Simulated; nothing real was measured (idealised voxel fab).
This section sets out a process module, namely voxel wiring stack.
Cross-sectional view cut (width: 275 nm; square cell size: 5 nm).
We lay out every cross-section as a grid of square cells and spell it out in bands from the top down, where one band means one or more rows of cells.
Per band: top height and bottom height in nm, followed by the left-to-right materials and their widths in nm; "full width" marks a single material spanning edge to edge, "blank" marks empty space.
We count height from 0. Below that, the starting wafer is all one material. The lowest band never ends at the bottom but goes on down; see "z 0 and below" for how that is written.
Width spec "30 to 40" -> top row of cells at first value, bottom row at second value, equal per-row change in between.
Key: "left unchanged" - step with no changed cell in the cross-section.
Voids, sealed: empty space of 8 cells or more with no open way to the top, each as width x height at its distance from the left edge, in nm
The remark found on a step's line after its settings is issued by the simulator itself and pertains to that step.
Regarding "overlay nm": on a step with a mask, it is the distance the mask lay to the right of its planned place; a negative value places it to the left.
**Planned process steps**
1,RECEIVE, material Si
2,CONFORMAL_DEP, material SiO2, thk nm 15
3,DIRECTIONAL_DEP, material TiN, thk nm 5
4,DIRECTIONAL_DEP, material Ru, thk nm 25
5,DIRECTIONAL_DEP, material aC, thk nm 15
6,PATTERN, tone cover, mask id METAL_1, material resist, width nm 20, pitch nm 40, thk nm 30, overlay nm 0
7,DIRECTIONAL_ETCH, etch materials aC, depth nm 15
8,STRIP, etch materials resist
9,DIRECTIONAL_ETCH, etch materials Ru, depth nm 25
10,DIRECTIONAL_ETCH, etch materials TiN, depth nm 5
11,STRIP, etch materials aC
12,FILL_DEP, material SiO2, thk nm 5
13,CMP, height nm 45
14,CONFORMAL_DEP, material SiCN, thk nm 5
15,DIRECTIONAL_DEP, material lowk, thk nm 30
16,PATTERN, tone open, mask id METAL_2_HOLES, material resist, width nm 15, pitch nm 80, thk nm 15, overlay nm 0
17,DIRECTIONAL_ETCH, etch materials lowk, depth nm 30
18,STRIP, etch materials resist
19,PATTERN, tone open, mask id METAL_2, material resist, width nm 20, pitch nm 40, thk nm 15, overlay nm 0
20,DIRECTIONAL_ETCH, etch materials lowk, depth nm 20
21,DIRECTIONAL_ETCH, etch materials SiCN, depth nm 5
22,STRIP, etch materials resist
23,CONFORMAL_DEP, material TiN, thk nm 5
24,FILL_DEP, material Ru, thk nm 5
25,CMP, height nm 80
26,CONFORMAL_DEP, material SiCN, thk nm 5
27,DIRECTIONAL_DEP, material SiO2, thk nm 35
28,DIRECTIONAL_DEP, material aC, thk nm 10
29,PATTERN, tone open, mask id METAL_3, material resist, width nm 20, pitch nm 40, thk nm 30, overlay nm 0
30,DIRECTIONAL_ETCH, etch materials aC, depth nm 10
31,STRIP, etch materials resist
32,DIRECTIONAL_ETCH, etch materials SiO2, depth nm 20
33,STRIP, etch materials aC
34,MASKED_ETCH, tone open, mask id METAL_3_HOLES, width nm 15, pitch nm 80, etch materials SiO2, depth nm 15, overlay nm 0
35,MASKED_ETCH, tone open, mask id METAL_3_HOLES, width nm 15, pitch nm 80, etch materials SiCN, depth nm 5, overlay nm 0
36,CONFORMAL_DEP, material TiN, thk nm 5
37,FILL_DEP, material Cu, thk nm 10
38,CMP, height nm 120
39,CONFORMAL_DEP, material SiN, thk nm 5
**Delivered wafer in cross-section: state after step 1**
* z 0 and below = Si full width
* Voids, sealed: none
**Wafer cross-section at end of module: start and plan as shown above, one execution error**
* z 125 to 120 = SiN full width
* z 120 to 115 = SiO2 (65); TiN (5); Cu (10); TiN (5); SiO2 (20); TiN (5); Cu (10); TiN (5); SiO2 (20); TiN (5); Cu (10); TiN (5); SiO2 (20); TiN (5); Cu (10); TiN (5); SiO2 (70)
* z 115 to 110 = SiO2 (65); TiN (5); Cu (5); TiN (10); SiO2 (20); TiN (20); SiO2 (20); TiN (5); Cu (5); TiN (10); SiO2 (20); TiN (20); SiO2 (70)
* z 110 to 95 = SiO2 (65); TiN (5); Cu (5); TiN (5); SiO2 (65); TiN (5); Cu (5); TiN (5); SiO2 (115)
* z 95 to 90 = SiCN (65); TiN (15); SiCN (65); TiN (15); SiCN (115)
* z 90 to 80 = SiCN full width
* z 80 to 65 = lowk (65); TiN (5); Ru (10); TiN (5); lowk (20); TiN (5); Ru (10); TiN (5); lowk (20); TiN (5); Ru (10); TiN (5); lowk (20); TiN (5); Ru (10); TiN (5); lowk (70)
* z 65 to 60 = lowk (65); TiN (5); Ru (5); TiN (10); lowk (20); TiN (20); lowk (20); TiN (5); Ru (5); TiN (10); lowk (20); TiN (20); lowk (70)
* z 60 to 50 = lowk (65); TiN (5); Ru (5); TiN (5); lowk (65); TiN (5); Ru (5); TiN (5); lowk (115)
* z 50 to 45 = SiCN (65); TiN (15); SiCN (65); TiN (15); SiCN (115)
* z 45 to 20 = SiO2 (65); Ru (20); SiO2 (20); Ru (20); SiO2 (20); Ru (20); SiO2 (20); Ru (20); SiO2 (70)
* z 20 to 15 = SiO2 (65); TiN (20); SiO2 (20); TiN (20); SiO2 (20); TiN (20); SiO2 (20); TiN (20); SiO2 (70)
* z 15 to 0 = SiO2 full width
* z 0 and below = Si full width
* Voids, sealed: none
Which mistake was made when the wafer was run? for step 26, the planned setting was not used; the step was instead run as CONFORMAL_DEP, material SiCN, thk nm 15
